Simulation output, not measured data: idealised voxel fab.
Title: Process Module voxel self aligned vias
Cross-sectional view cut (width: 260 nm; square cell size: 5 nm).
If you're reading a cross-section in this doc, picture square cells in a grid; it comes to you as bands, top ones listed first down to the bottom, and a band can be one or more rows of cells. A band entry consists of two parts. The first gives the height of the band's top and the height of its bottom, in nm. The rest lists the band's materials from left to right, each with its width in nm. A single material labelled with the word "throughout" fills the band from edge to edge, and the word "air" marks empty space. Where do heights start? At 0: under that level the wafer as delivered is made of one material only. And the lowest band has no floor; it just carries on downward, as in "from 0 down". The two numbers in a width such as "30 to 40" mark its ends across the band: the first belongs to the top row of cells, the second to the bottom row, and from each row to the next the width moves by the same amount. "nothing changed" (step): cross-section cells unchanged, all of them. Each empty space that has no open way to the top and spans at least 8 cells appears under "Voids, sealed" as width x height at distance, the distance counted from the left edge, all in nm. Note: text after step settings on the step line = simulator remark on that step. "overlay nm", when on a step's line for a step with a mask, measures how far to the right of its planned place the mask lay; a negative measure means to the left.

[List of planned process steps]
- 1: RECEIVE: material Si
- 2: CONFORMAL_DEP: material SiO2, thk nm 15
- 3: CONFORMAL_DEP: material SiCN, thk nm 5
- 4: DIRECTIONAL_DEP: material lowk, thk nm 25
- 5: DIRECTIONAL_DEP: material aC, thk nm 10
- 6: PATTERN: tone open, mask id LINES, material resist, width nm 30, pitch nm 65, thk nm 25, overlay nm 0
- 7: DIRECTIONAL_ETCH: etch materials aC, depth nm 10
- 8: STRIP: etch materials resist
- 9: DIRECTIONAL_ETCH: etch materials lowk, depth nm 25
- 10: STRIP: etch materials aC
- 11: CONFORMAL_DEP: material TiN, thk nm 5
- 12: FILL_DEP: material W, thk nm 5
- 13: CMP: height nm 45
- 14: SELECTIVE_ETCH: etch materials W Ru TiN, depth nm 10
- 15: FILL_DEP: material SiN, thk nm 10
- 16: CMP: height nm 45
- 17: DIRECTIONAL_DEP: material lowk, thk nm 15
- 18: PATTERN: tone open, mask id VIAS, material resist, width nm 50, pitch nm 65, thk nm 15, overlay nm 0
- 19: DIRECTIONAL_ETCH: etch materials lowk, depth nm 15
- 20: DIRECTIONAL_ETCH: etch materials SiN, depth nm 10
- 21: STRIP: etch materials resist
- 22: CONFORMAL_DEP: material TiN, thk nm 5
- 23: FILL_DEP: material Ru, thk nm 10
- 24: CMP: height nm 60
- 25: CONFORMAL_DEP: material SiCN, thk nm 5

[Delivered wafer in cross-section: state after step 1]
- from 0 down | Si throughout
- Voids, sealed: none

[First of two wafers, end-of-module section, run followed plan]
- from 65 to 60 | SiCN throughout
- from 60 to 50 | lowk (70) / TiN (5) / Ru (40) / TiN (5) / lowk (15) / TiN (5) / Ru (40) / TiN (5) / lowk (75)
- from 50 to 40 | lowk (70 to 80) / TiN (15 to 5) / Ru (20) / TiN (15 to 5) / lowk (15 to 35) / TiN (15 to 5) / Ru (20) / TiN (15 to 5) / lowk (75 to 85)
- from 40 to 35 | lowk (80) / TiN (30) / lowk (35) / TiN (30) / lowk (85)
- from 35 to 25 | lowk (80) / TiN (5) / W (20) / TiN (5) / lowk (35) / TiN (5) / W (20) / TiN (5) / lowk (85)
- from 25 to 20 | lowk (80) / TiN (30) / lowk (35) / TiN (30) / lowk (85)
- from 20 to 15 | SiCN throughout
- from 15 to 0 | SiO2 throughout
- from 0 down | Si throughout
- Voids, sealed: none

[End of module, second wafer, cross-section. Started like the first, planned like the first, run with one mistake]
- from 65 to 60 | SiCN throughout
- from 60 to 45 | lowk (70) / TiN (5) / Ru (40) / TiN (5) / lowk (15) / TiN (5) / Ru (40) / TiN (5) / lowk (75)
- from 45 to 40 | SiN (70) / TiN (15) / Ru (20) / TiN (15) / SiN (15) / TiN (15) / Ru (20) / TiN (15) / SiN (75)
- from 40 to 35 | lowk (80) / TiN (30) / lowk (35) / TiN (30) / lowk (85)
- from 35 to 20 | lowk (80) / TiN (5) / W (20) / TiN (5) / lowk (35) / TiN (5) / W (20) / TiN (5) / lowk (85)
- from 20 to 15 | lowk (80) / TiN (30) / lowk (35) / TiN (30) / lowk (85)
- from 15 to 0 | SiO2 throughout
- from 0 down | Si throughout
- Voids, sealed: none
Finding, execution versus plan: step 3 of the plan was excluded from execution and never run
Per the end-of-run cell counts, the second wafer holds more or fewer of some materials than the first: 8 more of Ru; 52 fewer of SiCN; 32 more of SiN; 4 more of TiN; 8 more of W
